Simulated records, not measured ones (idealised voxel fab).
The process module that follows is named voxel transistor to metal.
Shown is cross-section cut, with a width of 195 nm and square cells of size 5 nm.
Cross-section layout: square cells on a grid; listed as bands, top to bottom; a band spans one or more cell rows.
Per band: top height and bottom height in nm, followed by the left-to-right materials and their widths in nm; "everywhere" marks a single material spanning edge to edge, "empty" marks empty space.
Measure heights from 0. That's the level where, below it, the as-received wafer is all one material. The lowest band is bottomless and extends downward; write it as in "z 0 and below".
With a width like "30 to 40", each row of cells in the band differs from the next by the same amount, the top row carrying the first number and the bottom row the second.
When a step is marked "no modifications", none of the cells in the cross-section changed during that step.
"Closed internal voids": empty spaces of 8 cells or more with no open way to the top, each given as width x height at distance, distance from the left edge, all in nm.
If you see something after the settings on a step's line, that's the simulator's own remark about that step.
overlay nm: on a step with a mask, how far right of its planned place the mask lay; negative means left.

So here's the lineup of process steps we planned
1) op RECEIVE | material Si
2) op CONFORMAL_DEP | material SiO2 | thk nm 5
3) op CONFORMAL_DEP | material SiN | thk nm 10
4) op DIRECTIONAL_DEP | material aC | thk nm 15
5) op PATTERN | tone cover | mask id ACTIVE | material resist | width nm 105 | thk nm 35 | overlay nm 0
6) op DIRECTIONAL_ETCH | etch materials aC | depth nm 15
7) op STRIP | etch materials resist
8) op DIRECTIONAL_ETCH | etch materials SiN | depth nm 10
9) op DIRECTIONAL_ETCH | etch materials SiO2 | depth nm 5
10) op DIRECTIONAL_ETCH | etch materials Si | depth nm 25
11) op STRIP | etch materials aC
12) op OXIDIZE | depth nm 5
13) op FILL_DEP | material SiO2 | thk nm 10
14) op CMP | height nm 15
15) op SELECTIVE_ETCH | etch materials SiO2 | depth nm 5
16) op STRIP | etch materials SiN
17) op SELECTIVE_ETCH | etch materials SiO2 | depth nm 5
18) op OXIDIZE | depth nm 5
19) op DIRECTIONAL_DEP | material polySi | thk nm 20
20) op DIRECTIONAL_DEP | material SiCN | thk nm 15
21) op DIRECTIONAL_DEP | material aC | thk nm 10
22) op PATTERN | tone cover | mask id GATE | material resist | width nm 25 | thk nm 30 | overlay nm 0
23) op DIRECTIONAL_ETCH | etch materials aC | depth nm 10
24) op STRIP | etch materials resist
25) op DIRECTIONAL_ETCH | etch materials SiCN | depth nm 25
26) op DIRECTIONAL_ETCH | etch materials polySi | depth nm 30
27) op STRIP | etch materials aC
28) op CONFORMAL_DEP | material SiN | thk nm 5
29) op DIRECTIONAL_ETCH | etch materials SiN | depth nm 5
30) op DIRECTIONAL_ETCH | etch materials SiO2 | depth nm 5
31) op DIRECTIONAL_ETCH | etch materials Si | depth nm 10
32) op EPI | material SiGe | thk nm 15
33) op FILL_DEP | material SiO2 | thk nm 10
34) op CMP | height nm 20
35) op STRIP | etch materials polySi
36) op SELECTIVE_ETCH | etch materials SiO2 | depth nm 5
37) op CONFORMAL_DEP | material HfO2 | thk nm 5
38) op CONFORMAL_DEP | material TiN | thk nm 5
39) op FILL_DEP | material W | thk nm 10
40) op CMP | height nm 15
41) op DIRECTIONAL_DEP | material SiO2 | thk nm 10
42) op MASKED_ETCH | tone open | mask id CONTACT | width nm 15 | pitch nm 80 | etch materials SiO2 | depth nm 25 | overlay nm 0
43) op CONFORMAL_DEP | material TiN | thk nm 5
44) op FILL_DEP | material W | thk nm 5
45) op CMP | height nm 25
46) op DIRECTIONAL_DEP | material TiN | thk nm 5
47) op DIRECTIONAL_DEP | material W | thk nm 15
48) op DIRECTIONAL_DEP | material aC | thk nm 15
49) op PATTERN | tone cover | mask id METAL_1 | material resist | width nm 15 | pitch nm 80 | thk nm 35 | overlay nm 0
50) op DIRECTIONAL_ETCH | etch materials aC | depth nm 15
51) op STRIP | etch materials resist
52) op DIRECTIONAL_ETCH | etch materials W | depth nm 15
53) op DIRECTIONAL_ETCH | etch materials TiN | depth nm 5
54) op STRIP | etch materials aC
55) op FILL_DEP | material SiO2 | thk nm 10
56) op CMP | height nm 45
57) op CONFORMAL_DEP | material SiCN | thk nm 5
58) op DIRECTIONAL_DEP | material SiO2 | thk nm 30
59) op DIRECTIONAL_DEP | material aC | thk nm 15
60) op PATTERN | tone open | mask id METAL_2 | material resist | width nm 15 | pitch nm 80 | thk nm 35 | overlay nm 0
61) op DIRECTIONAL_ETCH | etch materials aC | depth nm 15
62) op STRIP | etch materials resist
63) op DIRECTIONAL_ETCH | etch materials SiO2 | depth nm 20
64) op STRIP | etch materials aC
65) op PATTERN | tone open | mask id METAL_2_HOLES | material resist | width nm 15 | pitch nm 80 | thk nm 15 | overlay nm 0
66) op DIRECTIONAL_ETCH | etch materials SiO2 | depth nm 10
67) op DIRECTIONAL_ETCH | etch materials SiCN | depth nm 5
68) op STRIP | etch materials resist
69) op CONFORMAL_DEP | material TiN | thk nm 5
70) op FILL_DEP | material Ru | thk nm 10
71) op CMP | height nm 80
72) op CONFORMAL_DEP | material SiCN | thk nm 5

Cross-sectional view of the wafer in its as-received condition, corresponding to the state after step 1
    z 0 and below  Si everywhere
    Closed internal voids: none

The following cross-section depicts the wafer upon conclusion of the module. Processing commenced from the starting condition illustrated above and adhered to the plan illustrated above, save for one mistake in execution
    z 85 to 80  SiCN everywhere
    z 80 to 50  SiO2=50 | TiN=5 | Ru=5 | TiN=5 | SiO2=65 | TiN=5 | Ru=5 | TiN=5 | SiO2=50
    z 50 to 45  SiCN=50 | TiN=15 | SiCN=65 | TiN=15 | SiCN=50
    z 45 to 30  SiO2=50 | W=15 | SiO2=65 | W=15 | SiO2=50
    z 30 to 25  SiO2=50 | TiN=15 | SiO2=65 | TiN=15 | SiO2=50
    z 25 to 15  SiO2=50 | TiN=5 | W=5 | TiN=5 | SiO2=65 | TiN=5 | W=5 | TiN=5 | SiO2=50
    z 15 to 5  SiO2=50 | TiN=5 | W=5 | TiN=5 | SiO2=15 | SiN=5 | HfO2=5 | TiN=5 | W=5 | TiN=5 | HfO2=5 | SiN=5 | SiO2=15 | TiN=5 | W=5 | TiN=5 | SiO2=50
    z 5 to 0  SiO2=40 | SiN=5 | SiO2=5 | TiN=15 | SiO2=15 | SiN=5 | HfO2=5 | TiN=15 | HfO2=5 | SiN=5 | SiO2=15 | TiN=15 | SiO2=5 | SiN=5 | SiO2=40
    z 0 to -5  SiO2=75 | SiGe=5 | HfO2=35 | SiGe=5 | SiO2=75
    z -5 to -15  SiO2=75 to 50 | SiGe=5 to 30 | Si=35 | SiGe=5 to 30 | SiO2=75 to 50
    z -15 to -30  SiO2=50 | Si=95 | SiO2=50
    z -30 and below  Si everywhere
    Closed internal voids: none
Deviation noted in wafer processing: step 32 ran as: op EPI | material SiGe | thk nm 5
